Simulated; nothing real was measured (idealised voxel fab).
Module name: voxel self aligned vias (process module)
It is cross-section cut that appears here, measuring 295 nm in width, its square cells being 5 nm in size.
In this document a cross-section is written as a grid of square cells. It is given as a series of bands, listed from the top down, and a band is one or more rows of cells.
Heights first: top, then bottom, in nm. Then materials, left to right, each with a width in nm. "everywhere" on a single material: fills the band edge to edge. "blank": empty space.
Heights are reckoned from 0. Under this level, the received wafer is all of one material. The bottommost band is open-ended downward, for example "0 nm and below".
Read "30 to 40" as a graded width: first number on top, second number at the bottom, same change between each pair of neighbouring rows.
The cross-section has no changed cell in any step marked "nothing altered".
"Non-vented voids" lists enclosed empty spaces (at least 8 cells, no open path upward to the top), each as width x height at distance from the left edge, in nm.
Anything after a step's settings on that line? It's the simulator's own note about the step.
Each step line may optionally specify "overlay nm", which for a step with a mask gives the rightward distance between the mask's planned place and where it lay, a negative value indicating the leftward direction.
Note on reading: below, each pair holds a cross-section from before one process step and one from after it; the one from after shows only down to the lowest band that changed. Beneath the pair, the step in between is stated along with its settings. The pairs can stem from different runs of this module on the same starting wafer. Where a pair's entry headed "Pre-step geometry" says so, and only there, that pair continues from the pair above it.
Pre-step geometry:
90 nm to 75 nm  resist: 105 / blank: 30 / resist: 160
75 nm to 60 nm  aC: 105 / blank: 30 / aC: 160
60 nm to 45 nm  lowk everywhere
45 nm to 40 nm  lowk: 110 / SiN: 20 / lowk: 35 / SiN: 20 / lowk: 110
40 nm to 20 nm  lowk: 110 / TiN: 5 / Ru: 10 / TiN: 5 / lowk: 35 / TiN: 5 / Ru: 10 / TiN: 5 / lowk: 110
20 nm to 15 nm  lowk: 110 / TiN: 20 / lowk: 35 / TiN: 20 / lowk: 110
15 nm to 5 nm  SiO2 everywhere
5 nm to 0 nm  SiCN everywhere
0 nm and below  Si everywhere
Non-vented voids: none
Cut View, Post-Step:
75 nm to 60 nm  aC: 105 / blank: 30 / aC: 160
Below a height of 60, the structure has not been altered.
Non-vented voids: none
For reference, the processing step occurring between the two cross-sections presented above is as follows: STRIP | etch materials resist
Pre-step geometry: this step begins from the cross-section that the pair just above shows after its step.
Cut View, Post-Step:
75 nm to 60 nm  aC: 105 / blank: 30 / aC: 160
60 nm to 45 nm  lowk: 105 / blank: 30 / lowk: 160
Below a height of 45, the structure has not been altered.
Non-vented voids: none
For reference, the processing step occurring between the two cross-sections presented above is as follows: DIRECTIONAL_ETCH | etch materials lowk | depth nm 15
Pre-step geometry: this step begins from the cross-section that the pair just above shows after its step.
Cut View, Post-Step:
75 nm to 60 nm  aC: 105 / blank: 30 / aC: 160
60 nm to 45 nm  lowk: 105 / blank: 30 / lowk: 160
45 nm to 40 nm  lowk: 110 / blank: 20 / lowk: 35 / SiN: 20 / lowk: 110
Below a height of 40, the structure has not been altered.
Non-vented voids: none
For reference, the processing step occurring between the two cross-sections presented above is as follows: DIRECTIONAL_ETCH | etch materials SiN | depth nm 5
Pre-step geometry: this step begins from the cross-section that the pair just above shows after its step.
Cut View, Post-Step:
60 nm to 45 nm  lowk: 105 / blank: 30 / lowk: 160
Below a height of 45, the structure has not been altered.
Non-vented voids: none
For reference, the processing step occurring between the two cross-sections presented above is as follows: STRIP | etch materials aC
Pre-step geometry: this step begins from the cross-section that the pair just above shows after its step.
Cut View, Post-Step:
65 nm to 60 nm  TiN: 110 / blank: 20 / TiN: 165
60 nm to 50 nm  lowk: 105 / TiN: 5 / blank: 20 / TiN: 5 / lowk: 160
50 nm to 45 nm  lowk: 105 / TiN: 10 / blank: 10 / TiN: 10 / lowk: 160
45 nm to 40 nm  lowk: 110 / TiN: 20 / lowk: 35 / SiN: 20 / lowk: 110
Below a height of 40, the structure has not been altered.
Non-vented voids: none
For reference, the processing step occurring between the two cross-sections presented above is as follows: CONFORMAL_DEP | material TiN | thk nm 5
Pre-step geometry: this step begins from the cross-section that the pair just above shows after its step.
Cut View, Post-Step:
70 nm to 65 nm  Cu everywhere
65 nm to 60 nm  TiN: 110 / Cu: 20 / TiN: 165
60 nm to 50 nm  lowk: 105 / TiN: 5 / Cu: 20 / TiN: 5 / lowk: 160
50 nm to 45 nm  lowk: 105 / TiN: 10 / Cu: 10 / TiN: 10 / lowk: 160
Below a height of 45, the structure has not been altered.
Non-vented voids: none
For reference, the processing step occurring between the two cross-sections presented above is as follows: FILL_DEP | material Cu | thk nm 5
Pre-step geometry: this step begins from the cross-section that the pair just above shows after its step.
Cut View, Post-Step:
60 nm to 50 nm  lowk: 105 / TiN: 5 / Cu: 20 / TiN: 5 / lowk: 160
Below a height of 50, the structure has not been altered.
Non-vented voids: none
For reference, the processing step occurring between the two cross-sections presented above is as follows: CMP | height nm 60
Pre-step geometry: this step begins from the cross-section that the pair just above shows after its step.
Cut View, Post-Step:
65 nm to 60 nm  SiN everywhere
Below a height of 60, the structure has not been altered.
Non-vented voids: none
For reference, the processing step occurring between the two cross-sections presented above is as follows: CONFORMAL_DEP | material SiN | thk nm 5
Pre-step geometry:
55 nm to 50 nm  Ru everywhere
50 nm to 45 nm  TiN: 115 / Ru: 10 / TiN: 45 / Ru: 10 / TiN: 115
45 nm to 20 nm  lowk: 110 / TiN: 5 / Ru: 10 / TiN: 5 / lowk: 35 / TiN: 5 / Ru: 10 / TiN: 5 / lowk: 110
20 nm to 15 nm  lowk: 110 / TiN: 20 / lowk: 35 / TiN: 20 / lowk: 110
15 nm to 10 nm  SiCN everywhere
10 nm to 0 nm  SiO2 everywhere
0 nm and below  Si everywhere
Non-vented voids: none
Cut View, Post-Step:
40 nm to 20 nm  lowk: 110 / TiN: 5 / Ru: 10 / TiN: 5 / lowk: 35 / TiN: 5 / Ru: 10 / TiN: 5 / lowk: 110
Below a height of 20, the structure has not been altered.
Non-vented voids: none
For reference, the processing step occurring between the two cross-sections presented above is as follows: CMP | height nm 40
Pre-step geometry: this step begins from the cross-section that the pair just above shows after its step.
Cut View, Post-Step:
40 nm to 35 nm  lowk: 110 / blank: 20 / lowk: 35 / blank: 20 / lowk: 110
Below a height of 35, the structure has not been altered.
Non-vented voids: none
For reference, the processing step occurring between the two cross-sections presented above is as follows: SELECTIVE_ETCH | etch materials W Ru TiN | depth nm 5
Pre-step geometry: this step begins from the cross-section that the pair just above shows after its step.
Cut View, Post-Step:
45 nm to 40 nm  SiN everywhere
40 nm to 35 nm  lowk: 110 / SiN: 20 / lowk: 35 / SiN: 20 / lowk: 110
Below a height of 35, the structure has not been altered.
Non-vented voids: none
For reference, the processing step occurring between the two cross-sections presented above is as follows: FILL_DEP | material SiN | thk nm 5
Pre-step geometry: this step begins from the cross-section that the pair just above shows after its step.
Cut View, Post-Step:
60 nm to 45 nm  lowk everywhere
Below a height of 45, the structure has not been altered.
Non-vented voids: none
For reference, the processing step occurring between the two cross-sections presented above is as follows: DIRECTIONAL_DEP | material lowk | thk nm 15
Pre-step geometry: this step begins from the cross-section that the pair just above shows after its step.
Cut View, Post-Step:
75 nm to 60 nm  aC everywhere
Below a height of 60, the structure has not been altered.
Non-vented voids: none
For reference, the processing step occurring between the two cross-sections presented above is as follows: DIRECTIONAL_DEP | material aC | thk nm 15
Pre-step geometry: this step begins from the cross-section that the pair just above shows after its step.
Cut View, Post-Step:
105 nm to 75 nm  resist: 105 / blank: 30 / resist: 160
Below a height of 75, the structure has not been altered.
Non-vented voids: none
For reference, the processing step occurring between the two cross-sections presented above is as follows: PATTERN | tone open | mask id VIAS | material resist | width nm 30 | thk nm 30 | overlay nm 0
Pre-step geometry: this step begins from the cross-section that the pair just above shows after its step.
Cut View, Post-Step:
90 nm to 75 nm  resist: 105 / blank: 30 / resist: 160
75 nm to 60 nm  aC: 105 / blank: 30 / aC: 160
Below a height of 60, the structure has not been altered.
Non-vented voids: none
For reference, the processing step occurring between the two cross-sections presented above is as follows: DIRECTIONAL_ETCH | etch materials aC | depth nm 15
Pre-step geometry: this step begins from the cross-section that the pair just above shows after its step.
Cut View, Post-Step:
75 nm to 60 nm  aC: 105 / blank: 30 / aC: 160
Below a height of 60, the structure has not been altered.
Non-vented voids: none
For reference, the processing step occurring between the two cross-sections presented above is as follows: STRIP | etch materials resist
Pre-step geometry: this step begins from the cross-section that the pair just above shows after its step.
Cut View, Post-Step:
75 nm to 60 nm  aC: 105 / blank: 30 / aC: 160
60 nm to 45 nm  lowk: 105 / blank: 30 / lowk: 160
Below a height of 45, the structure has not been altered.
Non-vented voids: none
For reference, the processing step occurring between the two cross-sections presented above is as follows: DIRECTIONAL_ETCH | etch materials lowk | depth nm 15
Pre-step geometry: this step begins from the cross-section that the pair just above shows after its step.
Cut View, Post-Step:
75 nm to 60 nm  aC: 105 / blank: 30 / aC: 160
60 nm to 45 nm  lowk: 105 / blank: 30 / lowk: 160
45 nm to 40 nm  SiN: 105 / blank: 30 / SiN: 160
Below a height of 40, the structure has not been altered.
Non-vented voids: none
For reference, the processing step occurring between the two cross-sections presented above is as follows: DIRECTIONAL_ETCH | etch materials SiN | depth nm 5
Pre-step geometry: this step begins from the cross-section that the pair just above shows after its step.
Cut View, Post-Step:
60 nm to 45 nm  lowk: 105 / blank: 30 / lowk: 160
Below a height of 45, the structure has not been altered.
Non-vented voids: none
For reference, the processing step occurring between the two cross-sections presented above is as follows: STRIP | etch materials aC
Pre-step geometry: this step begins from the cross-section that the pair just above shows after its step.
Cut View, Post-Step:
65 nm to 60 nm  TiN: 110 / blank: 20 / TiN: 165
60 nm to 45 nm  lowk: 105 / TiN: 5 / blank: 20 / TiN: 5 / lowk: 160
45 nm to 40 nm  SiN: 105 / TiN: 30 / SiN: 160
Below a height of 40, the structure has not been altered.
Non-vented voids: none
For reference, the processing step occurring between the two cross-sections presented above is as follows: CONFORMAL_DEP | material TiN | thk nm 5
Pre-step geometry: this step begins from the cross-section that the pair just above shows after its step.
Cut View, Post-Step:
70 nm to 65 nm  Cu everywhere
65 nm to 60 nm  TiN: 110 / Cu: 20 / TiN: 165
60 nm to 45 nm  lowk: 105 / TiN: 5 / Cu: 20 / TiN: 5 / lowk: 160
Below a height of 45, the structure has not been altered.
Non-vented voids: none
For reference, the processing step occurring between the two cross-sections presented above is as follows: FILL_DEP | material Cu | thk nm 5
Pre-step geometry: this step begins from the cross-section that the pair just above shows after its step.
Cut View, Post-Step:
60 nm to 45 nm  lowk: 105 / TiN: 5 / Cu: 20 / TiN: 5 / lowk: 160
Below a height of 45, the structure has not been altered.
Non-vented voids: none
For reference, the processing step occurring between the two cross-sections presented above is as follows: CMP | height nm 60
Pre-step geometry: this step begins from the cross-section that the pair just above shows after its step.
Cut View, Post-Step:
65 nm to 60 nm  SiN everywhere
Below a height of 60, the structure has not been altered.
Non-vented voids: none
For reference, the processing step occurring between the two cross-sections presented above is as follows: CONFORMAL_DEP | material SiN | thk nm 5
Pre-step geometry:
75 nm to 60 nm  aC everywhere
60 nm to 45 nm  lowk everywhere
45 nm to 40 nm  lowk: 110 / SiN: 20 / lowk: 35 / SiN: 20 / lowk: 110
40 nm to 20 nm  lowk: 110 / TiN: 5 / Ru: 10 / TiN: 5 / lowk: 35 / TiN: 5 / Ru: 10 / TiN: 5 / lowk: 110
20 nm to 15 nm  lowk: 110 / TiN: 20 / lowk: 35 / TiN: 20 / lowk: 110
15 nm to 10 nm  SiCN everywhere
10 nm to 0 nm  SiO2 everywhere
0 nm and below  Si everywhere
Non-vented voids: none
Cut View, Post-Step:
105 nm to 75 nm  resist: 100 / blank: 40 / resist: 155
Below a height of 75, the structure has not been altered.
Non-vented voids: none
For reference, the processing step occurring between the two cross-sections presented above is as follows: PATTERN | tone open | mask id VIAS | material resist | width nm 40 | thk nm 30 | overlay nm 0
Pre-step geometry: this step begins from the cross-section that the pair just above shows after its step.
Cut View, Post-Step:
90 nm to 75 nm  resist: 100 / blank: 40 / resist: 155
75 nm to 60 nm  aC: 100 / blank: 40 / aC: 155
Below a height of 60, the structure has not been altered.
Non-vented voids: none
For reference, the processing step occurring between the two cross-sections presented above is as follows: DIRECTIONAL_ETCH | etch materials aC | depth nm 15
Pre-step geometry: this step begins from the cross-section that the pair just above shows after its step.
Cut View, Post-Step:
75 nm to 60 nm  aC: 100 / blank: 40 / aC: 155
Below a height of 60, the structure has not been altered.
Non-vented voids: none
For reference, the processing step occurring between the two cross-sections presented above is as follows: STRIP | etch materials resist
Pre-step geometry: this step begins from the cross-section that the pair just above shows after its step.
Cut View, Post-Step:
75 nm to 60 nm  aC: 100 / blank: 40 / aC: 155
60 nm to 45 nm  lowk: 100 / blank: 40 / lowk: 155
Below a height of 45, the structure has not been altered.
Non-vented voids: none
For reference, the processing step occurring between the two cross-sections presented above is as follows: DIRECTIONAL_ETCH | etch materials lowk | depth nm 15
Pre-step geometry: this step begins from the cross-section that the pair just above shows after its step.
Cut View, Post-Step:
75 nm to 60 nm  aC: 100 / blank: 40 / aC: 155
60 nm to 45 nm  lowk: 100 / blank: 40 / lowk: 155
45 nm to 40 nm  lowk: 110 / blank: 20 / lowk: 35 / SiN: 20 / lowk: 110
Below a height of 40, the structure has not been altered.
Non-vented voids: none
For reference, the processing step occurring between the two cross-sections presented above is as follows: DIRECTIONAL_ETCH | etch materials SiN | depth nm 5
Pre-step geometry: this step begins from the cross-section that the pair just above shows after its step.
Cut View, Post-Step:
60 nm to 45 nm  lowk: 100 / blank: 40 / lowk: 155
Below a height of 45, the structure has not been altered.
Non-vented voids: none
For reference, the processing step occurring between the two cross-sections presented above is as follows: STRIP | etch materials aC
Pre-step geometry: this step begins from the cross-section that the pair just above shows after its step.
Cut View, Post-Step:
65 nm to 60 nm  TiN: 105 / blank: 30 / TiN: 160
60 nm to 50 nm  lowk: 100 / TiN: 5 / blank: 30 / TiN: 5 / lowk: 155
50 nm to 45 nm  lowk: 100 / TiN: 15 / blank: 10 / TiN: 15 / lowk: 155
45 nm to 40 nm  lowk: 110 / TiN: 20 / lowk: 35 / SiN: 20 / lowk: 110
Below a height of 40, the structure has not been altered.
Non-vented voids: none
For reference, the processing step occurring between the two cross-sections presented above is as follows: CONFORMAL_DEP | material TiN | thk nm 5
Pre-step geometry: this step begins from the cross-section that the pair just above shows after its step.
Cut View, Post-Step:
70 nm to 65 nm  Cu everywhere
65 nm to 60 nm  TiN: 105 / Cu: 30 / TiN: 160
60 nm to 50 nm  lowk: 100 / TiN: 5 / Cu: 30 / TiN: 5 / lowk: 155
50 nm to 45 nm  lowk: 100 / TiN: 15 / Cu: 10 / TiN: 15 / lowk: 155
Below a height of 45, the structure has not been altered.
Non-vented voids: none
For reference, the processing step occurring between the two cross-sections presented above is as follows: FILL_DEP | material Cu | thk nm 5
Pre-step geometry: this step begins from the cross-section that the pair just above shows after its step.
Cut View, Post-Step:
60 nm to 50 nm  lowk: 100 / TiN: 5 / Cu: 30 / TiN: 5 / lowk: 155
Below a height of 50, the structure has not been altered.
Non-vented voids: none
For reference, the processing step occurring between the two cross-sections presented above is as follows: CMP | height nm 60
Pre-step geometry: this step begins from the cross-section that the pair just above shows after its step.
Cut View, Post-Step:
65 nm to 60 nm  SiN everywhere
Below a height of 60, the structure has not been altered.
Non-vented voids: none
For reference, the processing step occurring between the two cross-sections presented above is as follows: CONFORMAL_DEP | material SiN | thk nm 5
Pre-step geometry:
75 nm to 60 nm  aC everywhere
60 nm to 45 nm  lowk everywhere
45 nm to 40 nm  lowk: 110 / SiN: 20 / lowk: 35 / SiN: 20 / lowk: 110
40 nm to 20 nm  lowk: 110 / TiN: 5 / Ru: 10 / TiN: 5 / lowk: 35 / TiN: 5 / Ru: 10 / TiN: 5 / lowk: 110
20 nm to 15 nm  lowk: 110 / TiN: 20 / lowk: 35 / TiN: 20 / lowk: 110
15 nm to 10 nm  SiCN everywhere
10 nm to 0 nm  SiO2 everywhere
0 nm and below  Si everywhere
Non-vented voids: none
Cut View, Post-Step:
105 nm to 75 nm  resist: 110 / blank: 30 / resist: 155
Below a height of 75, the structure has not been altered.
Non-vented voids: none
For reference, the processing step occurring between the two cross-sections presented above is as follows: PATTERN | tone open | mask id VIAS | material resist | width nm 30 | thk nm 30 | overlay nm 5
Pre-step geometry: this step begins from the cross-section that the pair just above shows after its step.
Cut View, Post-Step:
90 nm to 75 nm  resist: 110 / blank: 30 / resist: 155
75 nm to 60 nm  aC: 110 / blank: 30 / aC: 155
Below a height of 60, the structure has not been altered.
Non-vented voids: none
For reference, the processing step occurring between the two cross-sections presented above is as follows: DIRECTIONAL_ETCH | etch materials aC | depth nm 15
Pre-step geometry: this step begins from the cross-section that the pair just above shows after its step.
Cut View, Post-Step:
75 nm to 60 nm  aC: 110 / blank: 30 / aC: 155
Below a height of 60, the structure has not been altered.
Non-vented voids: none
For reference, the processing step occurring between the two cross-sections presented above is as follows: STRIP | etch materials resist
Pre-step geometry: this step begins from the cross-section that the pair just above shows after its step.
Cut View, Post-Step:
75 nm to 60 nm  aC: 110 / blank: 30 / aC: 155
60 nm to 45 nm  lowk: 110 / blank: 30 / lowk: 155
Below a height of 45, the structure has not been altered.
Non-vented voids: none
For reference, the processing step occurring between the two cross-sections presented above is as follows: DIRECTIONAL_ETCH | etch materials lowk | depth nm 15
Pre-step geometry: this step begins from the cross-section that the pair just above shows after its step.
Cut View, Post-Step:
75 nm to 60 nm  aC: 110 / blank: 30 / aC: 155
60 nm to 45 nm  lowk: 110 / blank: 30 / lowk: 155
45 nm to 40 nm  lowk: 110 / blank: 20 / lowk: 35 / SiN: 20 / lowk: 110
Below a height of 40, the structure has not been altered.
Non-vented voids: none
For reference, the processing step occurring between the two cross-sections presented above is as follows: DIRECTIONAL_ETCH | etch materials SiN | depth nm 5
Pre-step geometry: this step begins from the cross-section that the pair just above shows after its step.
Cut View, Post-Step:
60 nm to 45 nm  lowk: 110 / blank: 30 / lowk: 155
Below a height of 45, the structure has not been altered.
Non-vented voids: none
For reference, the processing step occurring between the two cross-sections presented above is as follows: STRIP | etch materials aC
Pre-step geometry: this step begins from the cross-section that the pair just above shows after its step.
Cut View, Post-Step:
65 nm to 60 nm  TiN: 115 / blank: 20 / TiN: 160
60 nm to 50 nm  lowk: 110 / TiN: 5 / blank: 20 / TiN: 5 / lowk: 155
50 nm to 45 nm  lowk: 110 / TiN: 5 / blank: 10 / TiN: 15 / lowk: 155
45 nm to 40 nm  lowk: 110 / TiN: 20 / lowk: 35 / SiN: 20 / lowk: 110
Below a height of 40, the structure has not been altered.
Non-vented voids: none
For reference, the processing step occurring between the two cross-sections presented above is as follows: CONFORMAL_DEP | material TiN | thk nm 5
Pre-step geometry: this step begins from the cross-section that the pair just above shows after its step.
Cut View, Post-Step:
70 nm to 65 nm  Cu everywhere
65 nm to 60 nm  TiN: 115 / Cu: 20 / TiN: 160
60 nm to 50 nm  lowk: 110 / TiN: 5 / Cu: 20 / TiN: 5 / lowk: 155
50 nm to 45 nm  lowk: 110 / TiN: 5 / Cu: 10 / TiN: 15 / lowk: 155
Below a height of 45, the structure has not been altered.
Non-vented voids: none
For reference, the processing step occurring between the two cross-sections presented above is as follows: FILL_DEP | material Cu | thk nm 5
Pre-step geometry: this step begins from the cross-section that the pair just above shows after its step.
Cut View, Post-Step:
60 nm to 50 nm  lowk: 110 / TiN: 5 / Cu: 20 / TiN: 5 / lowk: 155
Below a height of 50, the structure has not been altered.
Non-vented voids: none
For reference, the processing step occurring between the two cross-sections presented above is as follows: CMP | height nm 60
Pre-step geometry: this step begins from the cross-section that the pair just above shows after its step.
Cut View, Post-Step:
65 nm to 60 nm  SiN everywhere
Below a height of 60, the structure has not been altered.
Non-vented voids: none
For reference, the processing step occurring between the two cross-sections presented above is as follows: CONFORMAL_DEP | material SiN | thk nm 5
Pre-step geometry:
0 nm and below  Si everywhere
Non-vented voids: none
Cut View, Post-Step:
10 nm to 0 nm  TiN everywhere
Below a height of 0, the structure has not been altered.
Non-vented voids: none
For reference, the processing step occurring between the two cross-sections presented above is as follows: CONFORMAL_DEP | material TiN | thk nm 10
Pre-step geometry: this step begins from the cross-section that the pair just above shows after its step.
Cut View, Post-Step:
15 nm to 10 nm  SiCN everywhere
Below a height of 10, the structure has not been altered.
Non-vented voids: none
For reference, the processing step occurring between the two cross-sections presented above is as follows: CONFORMAL_DEP | material SiCN | thk nm 5
Pre-step geometry: this step begins from the cross-section that the pair just above shows after its step.
Cut View, Post-Step:
45 nm to 15 nm  lowk everywhere
Below a height of 15, the structure has not been altered.
Non-vented voids: none
For reference, the processing step occurring between the two cross-sections presented above is as follows: DIRECTIONAL_DEP | material lowk | thk nm 30
Pre-step geometry: this step begins from the cross-section that the pair just above shows after its step.
Cut View, Post-Step:
55 nm to 45 nm  aC everywhere
Below a height of 45, the structure has not been altered.
Non-vented voids: none
For reference, the processing step occurring between the two cross-sections presented above is as follows: DIRECTIONAL_DEP | material aC | thk nm 10
Pre-step geometry: this step begins from the cross-section that the pair just above shows after its step.
Cut View, Post-Step:
80 nm to 55 nm  resist: 110 / blank: 20 / resist: 35 / blank: 20 / resist: 110
Below a height of 55, the structure has not been altered.
Non-vented voids: none
For reference, the processing step occurring between the two cross-sections presented above is as follows: PATTERN | tone open | mask id LINES | material resist | width nm 20 | pitch nm 55 | thk nm 25 | overlay nm 0
Pre-step geometry: this step begins from the cross-section that the pair just above shows after its step.
Cut View, Post-Step:
70 nm to 55 nm  resist: 110 / blank: 20 / resist: 35 / blank: 20 / resist: 110
55 nm to 45 nm  aC: 110 / blank: 20 / aC: 35 / blank: 20 / aC: 110
Below a height of 45, the structure has not been altered.
Non-vented voids: none
For reference, the processing step occurring between the two cross-sections presented above is as follows: DIRECTIONAL_ETCH | etch materials aC | depth nm 10
Pre-step geometry: this step begins from the cross-section that the pair just above shows after its step.
Cut View, Post-Step:
55 nm to 45 nm  aC: 110 / blank: 20 / aC: 35 / blank: 20 / aC: 110
Below a height of 45, the structure has not been altered.
Non-vented voids: none
For reference, the processing step occurring between the two cross-sections presented above is as follows: STRIP | etch materials resist
Pre-step geometry: this step begins from the cross-section that the pair just above shows after its step.
Cut View, Post-Step:
55 nm to 45 nm  aC: 110 / blank: 20 / aC: 35 / blank: 20 / aC: 110
45 nm to 15 nm  lowk: 110 / blank: 20 / lowk: 35 / blank: 20 / lowk: 110
Below a height of 15, the structure has not been altered.
Non-vented voids: none
For reference, the processing step occurring between the two cross-sections presented above is as follows: DIRECTIONAL_ETCH | etch materials lowk | depth nm 30
Pre-step geometry: this step begins from the cross-section that the pair just above shows after its step.
Cut View, Post-Step:
45 nm to 15 nm  lowk: 110 / blank: 20 / lowk: 35 / blank: 20 / lowk: 110
Below a height of 15, the structure has not been altered.
Non-vented voids: none
For reference, the processing step occurring between the two cross-sections presented above is as follows: STRIP | etch materials aC
Pre-step geometry: this step begins from the cross-section that the pair just above shows after its step.
Cut View, Post-Step:
50 nm to 45 nm  TiN: 115 / blank: 10 / TiN: 45 / blank: 10 / TiN: 115
45 nm to 20 nm  lowk: 110 / TiN: 5 / blank: 10 / TiN: 5 / lowk: 35 / TiN: 5 / blank: 10 / TiN: 5 / lowk: 110
20 nm to 15 nm  lowk: 110 / TiN: 20 / lowk: 35 / TiN: 20 / lowk: 110
Below a height of 15, the structure has not been altered.
Non-vented voids: none
For reference, the processing step occurring between the two cross-sections presented above is as follows: CONFORMAL_DEP | material TiN | thk nm 5
Pre-step geometry: this step begins from the cross-section that the pair just above shows after its step.
Cut View, Post-Step:
55 nm to 50 nm  Ru everywhere
50 nm to 45 nm  TiN: 115 / Ru: 10 / TiN: 45 / Ru: 10 / TiN: 115
45 nm to 20 nm  lowk: 110 / TiN: 5 / Ru: 10 / TiN: 5 / lowk: 35 / TiN: 5 / Ru: 10 / TiN: 5 / lowk: 110
Below a height of 20, the structure has not been altered.
Non-vented voids: none
For reference, the processing step occurring between the two cross-sections presented above is as follows: FILL_DEP | material Ru | thk nm 5
Pre-step geometry: this step begins from the cross-section that the pair just above shows after its step.
Cut View, Post-Step:
45 nm to 20 nm  lowk: 110 / TiN: 5 / Ru: 10 / TiN: 5 / lowk: 35 / TiN: 5 / Ru: 10 / TiN: 5 / lowk: 110
Below a height of 20, the structure has not been altered.
Non-vented voids: none
For reference, the processing step occurring between the two cross-sections presented above is as follows: CMP | height nm 45
Pre-step geometry: this step begins from the cross-section that the pair just above shows after its step.
Cut View, Post-Step:
45 nm to 40 nm  lowk: 110 / blank: 20 / lowk: 35 / blank: 20 / lowk: 110
Below a height of 40, the structure has not been altered.
Non-vented voids: none
For reference, the processing step occurring between the two cross-sections presented above is as follows: SELECTIVE_ETCH | etch materials W Ru TiN | depth nm 5
Pre-step geometry: this step begins from the cross-section that the pair just above shows after its step.
Cut View, Post-Step:
50 nm to 45 nm  SiN everywhere
45 nm to 40 nm  lowk: 110 / SiN: 20 / lowk: 35 / SiN: 20 / lowk: 110
Below a height of 40, the structure has not been altered.
Non-vented voids: none
For reference, the processing step occurring between the two cross-sections presented above is as follows: FILL_DEP | material SiN | thk nm 5
Pre-step geometry: this step begins from the cross-section that the pair just above shows after its step.
Cut View, Post-Step:
45 nm to 40 nm  lowk: 110 / SiN: 20 / lowk: 35 / SiN: 20 / lowk: 110
Below a height of 40, the structure has not been altered.
Non-vented voids: none
For reference, the processing step occurring between the two cross-sections presented above is as follows: CMP | height nm 45
Pre-step geometry: this step begins from the cross-section that the pair just above shows after its step.
Cut View, Post-Step:
60 nm to 45 nm  lowk everywhere
Below a height of 45, the structure has not been altered.
Non-vented voids: none
For reference, the processing step occurring between the two cross-sections presented above is as follows: DIRECTIONAL_DEP | material lowk | thk nm 15
Pre-step geometry: this step begins from the cross-section that the pair just above shows after its step.
Cut View, Post-Step:
75 nm to 60 nm  aC everywhere
Below a height of 60, the structure has not been altered.
Non-vented voids: none
For reference, the processing step occurring between the two cross-sections presented above is as follows: DIRECTIONAL_DEP | material aC | thk nm 15
Pre-step geometry: this step begins from the cross-section that the pair just above shows after its step.
Cut View, Post-Step:
105 nm to 75 nm  resist: 105 / blank: 30 / resist: 160
Below a height of 75, the structure has not been altered.
Non-vented voids: none
For reference, the processing step occurring between the two cross-sections presented above is as follows: PATTERN | tone open | mask id VIAS | material resist | width nm 30 | thk nm 30 | overlay nm 0
Pre-step geometry: this step begins from the cross-section that the pair just above shows after its step.
Cut View, Post-Step:
90 nm to 75 nm  resist: 105 / blank: 30 / resist: 160
75 nm to 60 nm  aC: 105 / blank: 30 / aC: 160
Below a height of 60, the structure has not been altered.
Non-vented voids: none
For reference, the processing step occurring between the two cross-sections presented above is as follows: DIRECTIONAL_ETCH | etch materials aC | depth nm 15
Pre-step geometry: this step begins from the cross-section that the pair just above shows after its step.
Cut View, Post-Step:
75 nm to 60 nm  aC: 105 / blank: 30 / aC: 160
Below a height of 60, the structure has not been altered.
Non-vented voids: none
For reference, the processing step occurring between the two cross-sections presented above is as follows: STRIP | etch materials resist
Pre-step geometry: this step begins from the cross-section that the pair just above shows after its step.
Cut View, Post-Step:
75 nm to 60 nm  aC: 105 / blank: 30 / aC: 160
60 nm to 45 nm  lowk: 105 / blank: 30 / lowk: 160
Below a height of 45, the structure has not been altered.
Non-vented voids: none
For reference, the processing step occurring between the two cross-sections presented above is as follows: DIRECTIONAL_ETCH | etch materials lowk | depth nm 15
Pre-step geometry: this step begins from the cross-section that the pair just above shows after its step.
Cut View, Post-Step:
75 nm to 60 nm  aC: 105 / blank: 30 / aC: 160
60 nm to 45 nm  lowk: 105 / blank: 30 / lowk: 160
45 nm to 40 nm  lowk: 110 / blank: 20 / lowk: 35 / SiN: 20 / lowk: 110
Below a height of 40, the structure has not been altered.
Non-vented voids: none
For reference, the processing step occurring between the two cross-sections presented above is as follows: DIRECTIONAL_ETCH | etch materials SiN | depth nm 5
Pre-step geometry: this step begins from the cross-section that the pair just above shows after its step.
Cut View, Post-Step:
60 nm to 45 nm  lowk: 105 / blank: 30 / lowk: 160
Below a height of 45, the structure has not been altered.
Non-vented voids: none
For reference, the processing step occurring between the two cross-sections presented above is as follows: STRIP | etch materials aC
Pre-step geometry: this step begins from the cross-section that the pair just above shows after its step.
Cut View, Post-Step:
65 nm to 60 nm  TiN: 110 / blank: 20 / TiN: 165
60 nm to 50 nm  lowk: 105 / TiN: 5 / blank: 20 / TiN: 5 / lowk: 160
50 nm to 45 nm  lowk: 105 / TiN: 10 / blank: 10 / TiN: 10 / lowk: 160
45 nm to 40 nm  lowk: 110 / TiN: 20 / lowk: 35 / SiN: 20 / lowk: 110
Below a height of 40, the structure has not been altered.
Non-vented voids: none
For reference, the processing step occurring between the two cross-sections presented above is as follows: CONFORMAL_DEP | material TiN | thk nm 5
Pre-step geometry: this step begins from the cross-section that the pair just above shows after its step.
Cut View, Post-Step:
70 nm to 65 nm  Cu everywhere
65 nm to 60 nm  TiN: 110 / Cu: 20 / TiN: 165
60 nm to 50 nm  lowk: 105 / TiN: 5 / Cu: 20 / TiN: 5 / lowk: 160
50 nm to 45 nm  lowk: 105 / TiN: 10 / Cu: 10 / TiN: 10 / lowk: 160
Below a height of 45, the structure has not been altered.
Non-vented voids: none
For reference, the processing step occurring between the two cross-sections presented above is as follows: FILL_DEP | material Cu | thk nm 5
Pre-step geometry: this step begins from the cross-section that the pair just above shows after its step.
Cut View, Post-Step:
60 nm to 50 nm  lowk: 105 / TiN: 5 / Cu: 20 / TiN: 5 / lowk: 160
Below a height of 50, the structure has not been altered.
Non-vented voids: none
For reference, the processing step occurring between the two cross-sections presented above is as follows: CMP | height nm 60
Pre-step geometry: this step begins from the cross-section that the pair just above shows after its step.
Cut View, Post-Step:
65 nm to 60 nm  SiN everywhere
Below a height of 60, the structure has not been altered.
Non-vented voids: none
For reference, the processing step occurring between the two cross-sections presented above is as follows: CONFORMAL_DEP | material SiN | thk nm 5
